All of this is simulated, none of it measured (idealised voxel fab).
The name of this process module is voxel gate over fins.
For reference, the cross-section in this document is cut, with width 175 nm and square cells of 5 nm.
Cross-section format: a grid of square cells, given as bands from top to bottom; each band is one or more rows of cells. Read a band's entry like this: the first values are the height of its top and the height of its bottom in nm, and what follows is the sequence of materials from left to right, each with its width in nm. Note that "air" is empty space, and that a single material marked "all across" reaches across the band from edge to edge. Heights are reckoned from 0. Under this level, the received wafer is all of one material. The bottommost band is open-ended downward, for example "top 0, no bottom". Per-row width for "30 to 40": begins at first number (top row of band), ends at second number (bottom row), increment between rows held constant. The designation "changes: none", where it is given for a processing step, indicates that no cell of the cross-section was altered in the course of that step. Closed-off voids of 8+ cells (no open route to the top) go in "Listed closed voids", written width x height at distance from the left edge, in nm. Heads up: the bit after the settings on a step's line is the simulator's remark on that step. Each step line may optionally specify "overlay nm", which for a step with a mask gives the rightward distance between the mask's planned place and where it lay, a negative value indicating the leftward direction.
**These are the steps we planned for the process**
step 1: RECEIVE | material Si
step 2: CONFORMAL_DEP | material SiN | thk nm 5
step 3: DIRECTIONAL_DEP | material aC | thk nm 10
step 4: PATTERN | tone cover | mask id FINS | material resist | width nm 15 | pitch nm 40 | thk nm 25 | overlay nm 0
step 5: DIRECTIONAL_ETCH | etch materials aC | depth nm 10
step 6: STRIP | etch materials resist
step 7: DIRECTIONAL_ETCH | etch materials SiN | depth nm 5
step 8: DIRECTIONAL_ETCH | etch materials Si | depth nm 40
step 9: STRIP | etch materials aC
step 10: FILL_DEP | material SiO2 | thk nm 5
step 11: CMP | height nm 5
step 12: SELECTIVE_ETCH | etch materials SiO2 | depth nm 20
step 13: STRIP | etch materials SiN
step 14: CONFORMAL_DEP | material HfO2 | thk nm 5
step 15: CONFORMAL_DEP | material TiN | thk nm 5
step 16: FILL_DEP | material W | thk nm 15
step 17: CMP | height nm 20
step 18: CONFORMAL_DEP | material SiN | thk nm 5
**What follows covers the first of two wafers; it ran as planned**
**Step 1 complete: cross-section of the wafer as received**
  top 0, no bottom  Si all across
  Listed closed voids: none
**Wafer xsec, post step 2**
  top 5, bottom 0  SiN all across
  Everything under 0 stays put, no change at all.
**Wafer xsec, post step 3**
  top 15, bottom 5  aC all across
  Everything under 5 stays put, no change at all.
**Wafer xsec, post step 4**
  top 40, bottom 15  air: 20, resist: 15, air: 25, resist: 15, air: 25, resist: 15, air: 25, resist: 15, air: 20
  Everything under 15 stays put, no change at all.
**Wafer xsec, post step 5**
  top 30, bottom 15  air: 20, resist: 15, air: 25, resist: 15, air: 25, resist: 15, air: 25, resist: 15, air: 20
  top 15, bottom 5  air: 20, aC: 15, air: 25, aC: 15, air: 25, aC: 15, air: 25, aC: 15, air: 20
  Everything under 5 stays put, no change at all.
**Wafer xsec, post step 6**
  top 15, bottom 5  air: 20, aC: 15, air: 25, aC: 15, air: 25, aC: 15, air: 25, aC: 15, air: 20
  Everything under 5 stays put, no change at all.
**Wafer xsec, post step 7**
  top 15, bottom 5  air: 20, aC: 15, air: 25, aC: 15, air: 25, aC: 15, air: 25, aC: 15, air: 20
  top 5, bottom 0  air: 20, SiN: 15, air: 25, SiN: 15, air: 25, SiN: 15, air: 25, SiN: 15, air: 20
  Everything under 0 stays put, no change at all.
**Wafer xsec, post step 8**
  top 15, bottom 5  air: 20, aC: 15, air: 25, aC: 15, air: 25, aC: 15, air: 25, aC: 15, air: 20
  top 5, bottom 0  air: 20, SiN: 15, air: 25, SiN: 15, air: 25, SiN: 15, air: 25, SiN: 15, air: 20
  top 0, bottom -40  air: 20, Si: 15, air: 25, Si: 15, air: 25, Si: 15, air: 25, Si: 15, air: 20
  Everything under -40 stays put, no change at all.
**Wafer xsec, post step 9**
  top 5, bottom 0  air: 20, SiN: 15, air: 25, SiN: 15, air: 25, SiN: 15, air: 25, SiN: 15, air: 20
  Everything under 0 stays put, no change at all.
**Wafer xsec, post step 10**
  top 10, bottom 5  SiO2 all across
  top 5, bottom 0  SiO2: 20, SiN: 15, SiO2: 25, SiN: 15, SiO2: 25, SiN: 15, SiO2: 25, SiN: 15, SiO2: 20
  top 0, bottom -40  SiO2: 20, Si: 15, SiO2: 25, Si: 15, SiO2: 25, Si: 15, SiO2: 25, Si: 15, SiO2: 20
  Everything under -40 stays put, no change at all.
**Wafer xsec, post step 11**
  top 5, bottom 0  SiO2: 20, SiN: 15, SiO2: 25, SiN: 15, SiO2: 25, SiN: 15, SiO2: 25, SiN: 15, SiO2: 20
  Everything under 0 stays put, no change at all.
**Wafer xsec, post step 12**
  top 5, bottom 0  air: 20, SiN: 15, air: 25, SiN: 15, air: 25, SiN: 15, air: 25, SiN: 15, air: 20
  top 0, bottom -15  air: 20, Si: 15, air: 25, Si: 15, air: 25, Si: 15, air: 25, Si: 15, air: 20
  Everything under -15 stays put, no change at all.
**Wafer xsec, post step 13**
  top 0, bottom -15  air: 20, Si: 15, air: 25, Si: 15, air: 25, Si: 15, air: 25, Si: 15, air: 20
  Everything under -15 stays put, no change at all.
**Wafer xsec, post step 14**
  top 5, bottom 0  air: 15, HfO2: 25, air: 15, HfO2: 25, air: 15, HfO2: 25, air: 15, HfO2: 25, air: 15
  top 0, bottom -10  air: 15, HfO2: 5, Si: 15, HfO2: 5, air: 15, HfO2: 5, Si: 15, HfO2: 5, air: 15, HfO2: 5, Si: 15, HfO2: 5, air: 15, HfO2: 5, Si: 15, HfO2: 5, air: 15
  top -10, bottom -15  HfO2: 20, Si: 15, HfO2: 25, Si: 15, HfO2: 25, Si: 15, HfO2: 25, Si: 15, HfO2: 20
  Everything under -15 stays put, no change at all.
**Wafer xsec, post step 15**
  top 10, bottom 5  air: 10, TiN: 35, air: 5, TiN: 35, air: 5, TiN: 35, air: 5, TiN: 35, air: 10
  top 5, bottom 0  air: 10, TiN: 5, HfO2: 25, TiN: 5, air: 5, TiN: 5, HfO2: 25, TiN: 5, air: 5, TiN: 5, HfO2: 25, TiN: 5, air: 5, TiN: 5, HfO2: 25, TiN: 5, air: 10
  top 0, bottom -5  air: 10, TiN: 5, HfO2: 5, Si: 15, HfO2: 5, TiN: 5, air: 5, TiN: 5, HfO2: 5, Si: 15, HfO2: 5, TiN: 5, air: 5, TiN: 5, HfO2: 5, Si: 15, HfO2: 5, TiN: 5, air: 5, TiN: 5, HfO2: 5, Si: 15, HfO2: 5, TiN: 5, air: 10
  top -5, bottom -10  TiN: 15, HfO2: 5, Si: 15, HfO2: 5, TiN: 15, HfO2: 5, Si: 15, HfO2: 5, TiN: 15, HfO2: 5, Si: 15, HfO2: 5, TiN: 15, HfO2: 5, Si: 15, HfO2: 5, TiN: 15
  Everything under -10 stays put, no change at all.
**Wafer xsec, post step 16**
  top 25, bottom 10  W all across
  top 10, bottom 5  W: 10, TiN: 35, W: 5, TiN: 35, W: 5, TiN: 35, W: 5, TiN: 35, W: 10
  top 5, bottom 0  W: 10, TiN: 5, HfO2: 25, TiN: 5, W: 5, TiN: 5, HfO2: 25, TiN: 5, W: 5, TiN: 5, HfO2: 25, TiN: 5, W: 5, TiN: 5, HfO2: 25, TiN: 5, W: 10
  top 0, bottom -5  W: 10, TiN: 5, HfO2: 5, Si: 15, HfO2: 5, TiN: 5, W: 5, TiN: 5, HfO2: 5, Si: 15, HfO2: 5, TiN: 5, W: 5, TiN: 5, HfO2: 5, Si: 15, HfO2: 5, TiN: 5, W: 5, TiN: 5, HfO2: 5, Si: 15, HfO2: 5, TiN: 5, W: 10
  Everything under -5 stays put, no change at all.
**Wafer xsec, post step 17**
  top 20, bottom 10  W all across
  Everything under 10 stays put, no change at all.
**Wafer xsec, post step 18**
  top 25, bottom 20  SiN all across
  Everything under 20 stays put, no change at all.
**The second wafer was prepared from the same starting point and under the same plan as the first; its processing contained one mistake, and it remains indistinguishable from the first wafer up to and including step 11**
**What the second wafer looks like in cross-section when step 12 should have wrapped up**
  top 5, bottom 0  air: 20, SiN: 15, air: 25, SiN: 15, air: 25, SiN: 15, air: 25, SiN: 15, air: 20
  top 0, bottom -35  air: 20, Si: 15, air: 25, Si: 15, air: 25, Si: 15, air: 25, Si: 15, air: 20
  Everything under -35 stays put, no change at all.
**What the second wafer looks like in cross-section when step 13 should have wrapped up**
  top 0, bottom -35  air: 20, Si: 15, air: 25, Si: 15, air: 25, Si: 15, air: 25, Si: 15, air: 20
  Everything under -35 stays put, no change at all.
**What the second wafer looks like in cross-section when step 14 should have wrapped up**
  top 5, bottom 0  air: 15, HfO2: 25, air: 15, HfO2: 25, air: 15, HfO2: 25, air: 15, HfO2: 25, air: 15
  top 0, bottom -30  air: 15, HfO2: 5, Si: 15, HfO2: 5, air: 15, HfO2: 5, Si: 15, HfO2: 5, air: 15, HfO2: 5, Si: 15, HfO2: 5, air: 15, HfO2: 5, Si: 15, HfO2: 5, air: 15
  top -30, bottom -35  HfO2: 20, Si: 15, HfO2: 25, Si: 15, HfO2: 25, Si: 15, HfO2: 25, Si: 15, HfO2: 20
  Everything under -35 stays put, no change at all.
**What the second wafer looks like in cross-section when step 15 should have wrapped up**
  top 10, bottom 5  air: 10, TiN: 35, air: 5, TiN: 35, air: 5, TiN: 35, air: 5, TiN: 35, air: 10
  top 5, bottom 0  air: 10, TiN: 5, HfO2: 25, TiN: 5, air: 5, TiN: 5, HfO2: 25, TiN: 5, air: 5, TiN: 5, HfO2: 25, TiN: 5, air: 5, TiN: 5, HfO2: 25, TiN: 5, air: 10
  top 0, bottom -25  air: 10, TiN: 5, HfO2: 5, Si: 15, HfO2: 5, TiN: 5, air: 5, TiN: 5, HfO2: 5, Si: 15, HfO2: 5, TiN: 5, air: 5, TiN: 5, HfO2: 5, Si: 15, HfO2: 5, TiN: 5, air: 5, TiN: 5, HfO2: 5, Si: 15, HfO2: 5, TiN: 5, air: 10
  top -25, bottom -30  TiN: 15, HfO2: 5, Si: 15, HfO2: 5, TiN: 15, HfO2: 5, Si: 15, HfO2: 5, TiN: 15, HfO2: 5, Si: 15, HfO2: 5, TiN: 15, HfO2: 5, Si: 15, HfO2: 5, TiN: 15
  Everything under -30 stays put, no change at all.
**What the second wafer looks like in cross-section when step 16 should have wrapped up**
  top 25, bottom 10  W all across
  top 10, bottom 5  W: 10, TiN: 35, W: 5, TiN: 35, W: 5, TiN: 35, W: 5, TiN: 35, W: 10
  top 5, bottom 0  W: 10, TiN: 5, HfO2: 25, TiN: 5, W: 5, TiN: 5, HfO2: 25, TiN: 5, W: 5, TiN: 5, HfO2: 25, TiN: 5, W: 5, TiN: 5, HfO2: 25, TiN: 5, W: 10
  top 0, bottom -25  W: 10, TiN: 5, HfO2: 5, Si: 15, HfO2: 5, TiN: 5, W: 5, TiN: 5, HfO2: 5, Si: 15, HfO2: 5, TiN: 5, W: 5, TiN: 5, HfO2: 5, Si: 15, HfO2: 5, TiN: 5, W: 5, TiN: 5, HfO2: 5, Si: 15, HfO2: 5, TiN: 5, W: 10
  Everything under -25 stays put, no change at all.
**What the second wafer looks like in cross-section when step 17 should have wrapped up**
  top 20, bottom 10  W all across
  Everything under 10 stays put, no change at all.
**What the second wafer looks like in cross-section when step 18 should have wrapped up**
  top 25, bottom 20  SiN all across
  Everything under 20 stays put, no change at all.
Heads up, the wafer didn't run the way we planned it: step 12 from the plan got run twice
The second wafer ends with more or fewer cells of some materials than the first, per final count: HfO2 +32 | SiO2 -92 | TiN +32 | W +28
